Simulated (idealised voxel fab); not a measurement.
A process module follows: voxel released beams.
Cross-section cut spans 235 nm and uses square cells 5 nm in size.
If you're reading a cross-section in this doc, picture square cells in a grid; it comes to you as bands, top ones listed first down to the bottom, and a band can be one or more rows of cells. Heights first: top, then bottom, in nm. Then materials, left to right, each with a width in nm. "throughout" on a single material: fills the band edge to edge. "blank": empty space. Where do heights start? At 0: under that level the wafer as delivered is made of one material only. And the lowest band has no floor; it just carries on downward, as in "0 -> down". When a width is written as two numbers, as in "30..40", the first number is the width in the top row of cells of the band and the second is the width in its bottom row, and the width changes by the same amount from each row to the next. Where a step carries "left unchanged", the cross-section came out of it unchanged, cell for cell. Reported under the label "Fully sealed voids" are the empty spaces having no open way to the top and comprising 8 cells or more; the notation for each is width x height at distance, in which the distance is measured from the left edge and all three values are in nm. Formally, on a step line, whatever follows the settings is a remark that the simulator itself makes on the step. "overlay nm", when on a step's line for a step with a mask, measures how far to the right of its planned place the mask lay; a negative measure means to the left.

### Process steps (planned)
1) RECEIVE (material Si)
2) CONFORMAL_DEP (material Al2O3; thk nm 5)
3) DIRECTIONAL_DEP (material SiO2; thk nm 20)
4) MASKED_ETCH (tone open; mask id ANCHOR; width nm 25; etch materials SiO2; depth nm 20; overlay nm 0)
5) CONFORMAL_DEP (material W; thk nm 10)
6) DIRECTIONAL_DEP (material aC; thk nm 10)
7) PATTERN (tone cover; mask id BEAM; material resist; width nm 80; thk nm 25; overlay nm 0)
8) DIRECTIONAL_ETCH (etch materials aC; depth nm 10)
9) STRIP (etch materials resist)
10) DIRECTIONAL_ETCH (etch materials W; depth nm 10)
11) STRIP (etch materials aC)
12) STRIP (etch materials SiO2)

### The cross-section here shows the wafer as received, i.e. in its state after step 1
    0 -> down | Si throughout
    Fully sealed voids: none

### First of two wafers at the end of the module, shown in cross-section; run carried out as planned
    35 -> 25 | 75 nm blank / 15 nm W / 5 nm blank / 60 nm W / 80 nm blank
    25 -> 15 | 80 nm blank / 10 nm W / 5 nm blank / 10 nm W / 130 nm blank
    15 -> 5 | 80 nm blank / 25 nm W / 130 nm blank
    5 -> 0 | Al2O3 throughout
    0 -> down | Si throughout
    Fully sealed voids: none

### Cross-sectional view of the second of two wafers upon completion of the module. This wafer shared its starting condition and process plan with the first; one error was made during its execution
    35 -> 25 | 75 nm blank / 80 nm W / 80 nm blank
    25 -> 20 | Al2O3 throughout
    20 -> 0 | SiO2 throughout
    0 -> down | Si throughout
    Fully sealed voids: none
Where did the run depart from the plan? sequence error: steps 2 and 3 interchanged
Heads up, by the end the second wafer has more or fewer cells of some materials compared to the first: 188 more of SiO2, 16 fewer of W
